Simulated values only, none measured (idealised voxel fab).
Process module under the name voxel ribs on slabs
Cross-sectional view cut (width: 255 nm; square cell size: 5 nm).
Format of a cross-section: grid, square cells. Given as bands. Order: top down. Band: one or more rows of cells.
A band entry consists of two parts. The first gives the height of the band's top and the height of its bottom, in nm. The rest lists the band's materials from left to right, each with its width in nm. A single material labelled with the word "everywhere" fills the band from edge to edge, and the word "air" marks empty space.
Height reference: 0 = level under which incoming wafer is all one material. Lowest band: no bottom, runs on downward, e.g. "0 nm and below".
When a width is written as two numbers, as in "30->40", the first number is the width in the top row of cells of the band and the second is the width in its bottom row, and the width changes by the same amount from each row to the next.
Given "identical to before" for a step, no cell of the cross-section differs between before and after that step.
Heads up: "Completely enclosed voids" only lists the empty pockets with no open path to the top that are 8 cells or more, and it writes them as width x height at distance, distance from the left edge, in nm.
That trailing text on a step's line, after the settings, is the simulator's own remark on the step.
You can add "overlay nm" to a step's line. For a step with a mask, it describes how far the mask lay to the right of its planned position, and a negative number describes a lay to the left.

PROCESS STEPS FORESEEN IN THE PLAN
- 1: RECEIVE: material Si
- 2: DIRECTIONAL_DEP: material SiO2, thk nm 30
- 3: DIRECTIONAL_DEP: material polySi, thk nm 25
- 4: MASKED_ETCH: tone cover, mask id RIB, width nm 15, etch materials polySi, depth nm 5, overlay nm 0
- 5: MASKED_ETCH: tone cover, mask id SLAB, width nm 75, etch materials polySi, depth nm 20, overlay nm -15
- 6: FILL_DEP: material SiO2, thk nm 20
- 7: CMP: height nm 65
- 8: DIRECTIONAL_DEP: material TiN, thk nm 5
- 9: DIRECTIONAL_DEP: material aC, thk nm 15
- 10: PATTERN: tone cover, mask id HEATER, material resist, width nm 25, thk nm 30, overlay nm 0
- 11: DIRECTIONAL_ETCH: etch materials aC, depth nm 15
- 12: STRIP: etch materials resist
- 13: DIRECTIONAL_ETCH: etch materials TiN, depth nm 5
- 14: STRIP: etch materials aC
- 15: CONFORMAL_DEP: material SiO2, thk nm 10
All wafers enter the flow in the same state. The overlay nm at step 5 differs from wafer to wafer, and the plan gives the value for the first wafer.

THE FIRST OF SEVERAL WAFERS IN CROSS-SECTION, EXACTLY AS IT REACHED US AFTER STEP 1
* 0 nm and below  Si everywhere
* Completely enclosed voids: none

POST STEP 15, THE CLOSING STEP OF THE MODULE: FIRST OF SEVERAL WAFERS, CROSS-SECTIONED
* 80 nm to 75 nm  air 105 | SiO2 45 | air 105
* 75 nm to 70 nm  SiO2 everywhere
* 70 nm to 65 nm  SiO2 115 | TiN 25 | SiO2 115
* 65 nm to 55 nm  SiO2 everywhere
* 55 nm to 50 nm  SiO2 120 | polySi 15 | SiO2 120
* 50 nm to 30 nm  SiO2 75 | polySi 75 | SiO2 105
* 30 nm to 0 nm  SiO2 everywhere
* 0 nm and below  Si everywhere
* Completely enclosed voids: none

LAST WAFER AT THE END
* 80 nm to 75 nm  air 105 | SiO2 45 | air 105
* 75 nm to 70 nm  SiO2 everywhere
* 70 nm to 65 nm  SiO2 115 | TiN 25 | SiO2 115
* 65 nm to 55 nm  SiO2 everywhere
* 55 nm to 50 nm  SiO2 120 | polySi 15 | SiO2 120
* 50 nm to 30 nm  SiO2 105 | polySi 75 | SiO2 75
* 30 nm to 0 nm  SiO2 everywhere
* 0 nm and below  Si everywhere
* Completely enclosed voids: none

ROW PER WAFER, END-OF-MODULE: CELL GAIN (+)/LOSS (-) BY MATERIAL SINCE THE WAFER CAME IN, THEN CLOSED VOIDS
overlay nm -15, +706 SiO2, +5 TiN, +63 polySi, Completely enclosed voids: none
overlay nm -10, +706 SiO2, +5 TiN, +63 polySi, Completely enclosed voids: none
overlay nm -5, +706 SiO2, +5 TiN, +63 polySi, Completely enclosed voids: none
overlay nm 0, +706 SiO2, +5 TiN, +63 polySi, Completely enclosed voids: none
overlay nm 5, +706 SiO2, +5 TiN, +63 polySi, Completely enclosed voids: none
overlay nm 10, +706 SiO2, +5 TiN, +63 polySi, Completely enclosed voids: none
overlay nm 15, +706 SiO2, +5 TiN, +63 polySi, Completely enclosed voids: none
